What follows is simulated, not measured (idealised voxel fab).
The process module that follows is named voxel air gaps.
Square cell edge 5 nm, section width 265 nm, ID cut.
Cross-section layout: square cells on a grid; listed as bands, top to bottom; a band spans one or more cell rows. It is stipulated that each band's entry specify, in nanometres, the height of the top of the band and then that of its bottom, followed by the materials of the band in left-to-right sequence, each together with its width in nanometres. A single material marked by the word "throughout" is understood to fill the band from edge to edge; the word "air" is understood to denote empty space. A quick word on heights: they are counted from 0, and under that level the wafer as it came to us is one material throughout. The lowest band is different from the rest in having no bottom; it simply continues downward, written as in "top 0, no bottom". Quick explanation for "30..40": the width changes in equal steps down the rows of cells, from the first number in the band's top row to the second number in its bottom row. The designation "same as before", where it is given for a processing step, indicates that no cell of the cross-section was altered in the course of that step. If an empty space has no open way to the top and is at least 8 cells in size, "Unvented internal voids" lists it, written width x height at distance, where distance is measured from the left edge and every value is in nm. Post-settings text on a step line: simulator's own remark regarding the step. Steps that use a mask can have "overlay nm" on their line. It says how far the mask sat to the right of where it was meant to be. Negative means to the left.
### Steps in the process plan
| 1 | RECEIVE | material Si |
| 2 | CONFORMAL_DEP | material SiO2 | thk nm 10 |
| 3 | CONFORMAL_DEP | material SiCN | thk nm 5 |
| 4 | DIRECTIONAL_DEP | material lowk | thk nm 40 |
| 5 | PATTERN | tone open | mask id LINES | material resist | width nm 20 | pitch nm 45 | thk nm 15 | overlay nm 0 |
| 6 | DIRECTIONAL_ETCH | etch materials lowk | depth nm 40 |
| 7 | STRIP | etch materials resist |
| 8 | CONFORMAL_DEP | material TiN | thk nm 5 |
| 9 | FILL_DEP | material W | thk nm 5 |
| 10 | CMP | height nm 55 |
| 11 | EPI | material Ru | thk nm 10 |
| 12 | SELECTIVE_ETCH | etch materials lowk | depth nm 50 |
| 13 | CONFORMAL_DEP | material SiCN | thk nm 5 |
### As-received wafer cross-section (after step 1)
  top 0, no bottom = Si throughout
  Unvented internal voids: none
### First of two wafers at the end of the module, shown in cross-section; run carried out as planned
  top 70, bottom 65 = air=40, then SiCN=185, then air=40
  top 65, bottom 55 = air=40, then SiCN=5, then Ru=40, then SiCN=5, then Ru=40, then SiCN=5, then Ru=40, then SiCN=5, then Ru=40, then SiCN=5, then air=40
  top 55, bottom 50 = air=40, then SiCN=15, then TiN=5, then W=10, then TiN=5, then SiCN=25, then TiN=5, then W=10, then TiN=5, then SiCN=25, then TiN=5, then W=10, then TiN=5, then SiCN=25, then TiN=5, then W=10, then TiN=5, then SiCN=15, then air=40
  top 50, bottom 20 = air=50, then SiCN=5, then TiN=5, then W=10, then TiN=5, then SiCN=5, then air=15, then SiCN=5, then TiN=5, then W=10, then TiN=5, then SiCN=5, then air=15, then SiCN=5, then TiN=5, then W=10, then TiN=5, then SiCN=5, then air=15, then SiCN=5, then TiN=5, then W=10, then TiN=5, then SiCN=5, then air=50
  top 20, bottom 15 = SiCN=55, then TiN=20, then SiCN=25, then TiN=20, then SiCN=25, then TiN=20, then SiCN=25, then TiN=20, then SiCN=55
  top 15, bottom 10 = SiCN throughout
  top 10, bottom 0 = SiO2 throughout
  top 0, no bottom = Si throughout
  Unvented internal voids: 15 x 30 at 80; 15 x 30 at 125; 15 x 30 at 170
### Here's the second of our two wafers sectioned at module end. Same start as the first, same plan, but one mistake got made running it
  top 80, bottom 75 = air=30, then SiCN=205, then air=30
  top 75, bottom 55 = air=30, then SiCN=5, then Ru=195, then SiCN=5, then air=30
  top 55, bottom 50 = air=30, then SiCN=25, then TiN=5, then W=10, then TiN=5, then lowk=25, then TiN=5, then W=10, then TiN=5, then lowk=25, then TiN=5, then W=10, then TiN=5, then lowk=25, then TiN=5, then W=10, then TiN=5, then SiCN=25, then air=30
  top 50, bottom 20 = air=50, then SiCN=5, then TiN=5, then W=10, then TiN=5, then lowk=25, then TiN=5, then W=10, then TiN=5, then lowk=25, then TiN=5, then W=10, then TiN=5, then lowk=25, then TiN=5, then W=10, then TiN=5, then SiCN=5, then air=50
  top 20, bottom 15 = SiCN=55, then TiN=20, then lowk=25, then TiN=20, then lowk=25, then TiN=20, then lowk=25, then TiN=20, then SiCN=55
  top 15, bottom 10 = SiCN throughout
  top 10, bottom 0 = SiO2 throughout
  top 0, no bottom = Si throughout
  Unvented internal voids: none
It is concluded that the wafer was processed incorrectly with respect to the plan, in that plan step 11 was twice executed
Final wafer comparison in cells, second versus first, more or fewer per material: Ru +92; SiCN -60; lowk +120
On completion, 0 closed voids are found in the second wafer, whereas the first wafer has 3.
